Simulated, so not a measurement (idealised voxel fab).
Documented hereafter: the process module known as voxel self aligned contacts.
Square cells of 5 nm make up the cross-section cut, whose width is 265 nm.
Cross-section format: a grid of square cells, given as bands from top to bottom; each band is one or more rows of cells. Per band: top height and bottom height in nm, followed by the left-to-right materials and their widths in nm; "full width" marks a single material spanning edge to edge, "empty" marks empty space. It should be noted that heights are counted from 0, beneath which the wafer as supplied is of one material throughout, and that the lowest band possesses no lower boundary but continues downward, as written in "0 -> down". Width: "30 to 40" (first number = top row, second number = bottom row, same change from row to row of cells). It should be understood that the words "nothing was modified", when stated for a given step, signify that the cross-section underwent no change in any of its cells during that step. The list in "Trapped voids" covers empty spaces of 8 cells or more that cannot reach the top through any open way, and it gives each as width x height at distance; the distance is from the left edge, and width, height and distance are in nm. If you see something after the settings on a step's line, that's the simulator's own remark about that step. If you see "overlay nm" on a step's line and that step has a mask, it's telling you how far right of where it was planned the mask ended up; a negative number means it went left instead.
THE FOLLOWING LIST GIVES THE PLANNED PROCESS STEPS
1. RECEIVE,material Si
2. OXIDIZE,depth nm 5
3. DIRECTIONAL_DEP,material polySi,thk nm 20
4. DIRECTIONAL_DEP,material SiN,thk nm 20
5. MASKED_ETCH,tone cover,mask id GATE,width nm 35,pitch nm 60,etch materials SiN,depth nm 20,overlay nm 0
6. MASKED_ETCH,tone cover,mask id GATE,width nm 35,pitch nm 60,etch materials polySi,depth nm 20,overlay nm 0
7. CONFORMAL_DEP,material SiN,thk nm 5
8. DIRECTIONAL_ETCH,etch materials SiN,depth nm 5
9. FILL_DEP,material SiO2,thk nm 10
10. CMP,height nm 45
11. PATTERN,tone open,mask id CONTACT,material resist,width nm 45,thk nm 20,overlay nm 0
12. DIRECTIONAL_ETCH,etch materials SiO2,depth nm 50
13. STRIP,etch materials resist
14. CONFORMAL_DEP,material TiN,thk nm 5
15. FILL_DEP,material W,thk nm 10
16. CMP,height nm 45
17. CONFORMAL_DEP,material SiN,thk nm 5
CROSS-SECTION, INCOMING MATERIAL, AFTER STEP 1
> 0 -> down  Si full width
> Trapped voids: none
POST-MODULE CROSS-SECTION OF THE FIRST OF TWO WAFERS (RUN PER PLAN)
> 50 -> 45  SiN full width
> 45 -> 40  SiO2 110, TiN 20, W 5, TiN 20, SiO2 110
> 40 -> 20  SiO2 80, SiN 45, TiN 5, W 5, TiN 5, SiN 45, SiO2 80
> 20 -> 0  SiO2 80, SiN 5, polySi 35, SiN 5, TiN 5, W 5, TiN 5, SiN 5, polySi 35, SiN 5, SiO2 80
> 0 -> -5  SiO2 125, TiN 15, SiO2 125
> -5 -> down  Si full width
> Trapped voids: none
WAFER TWO, END OF MODULE, CROSS-SECTION. SAME START, SAME PLAN AS WAFER ONE. ONE MISTAKE IN THE RUN
> 50 -> 45  SiN full width
> 45 -> 40  SiO2 110, TiN 20, W 10, TiN 15, SiO2 110
> 40 -> 25  SiO2 85, SiN 40, TiN 5, W 10, TiN 5, SiN 40, SiO2 80
> 25 -> 20  SiO2 85, SiN 40, TiN 5, W 5, TiN 10, SiN 40, SiO2 80
> 20 -> 0  SiO2 80, SiN 5, polySi 35, SiN 5, TiN 5, W 5, TiN 5, SiN 5, polySi 35, SiN 5, SiO2 80
> 0 -> -5  SiO2 125, TiN 15, SiO2 125
> -5 -> down  Si full width
> Trapped voids: none
What was done differently from what was planned? step 5 was processed under conditions differing from the plan, specifically as MASKED_ETCH,tone cover,mask id GATE,width nm 30,pitch nm 60,etch materials SiN,depth nm 20,overlay nm 0
The closing comparison, in cells, has the second wafer with more or fewer of some materials than the first: SiN -8; SiO2 +4; W +4
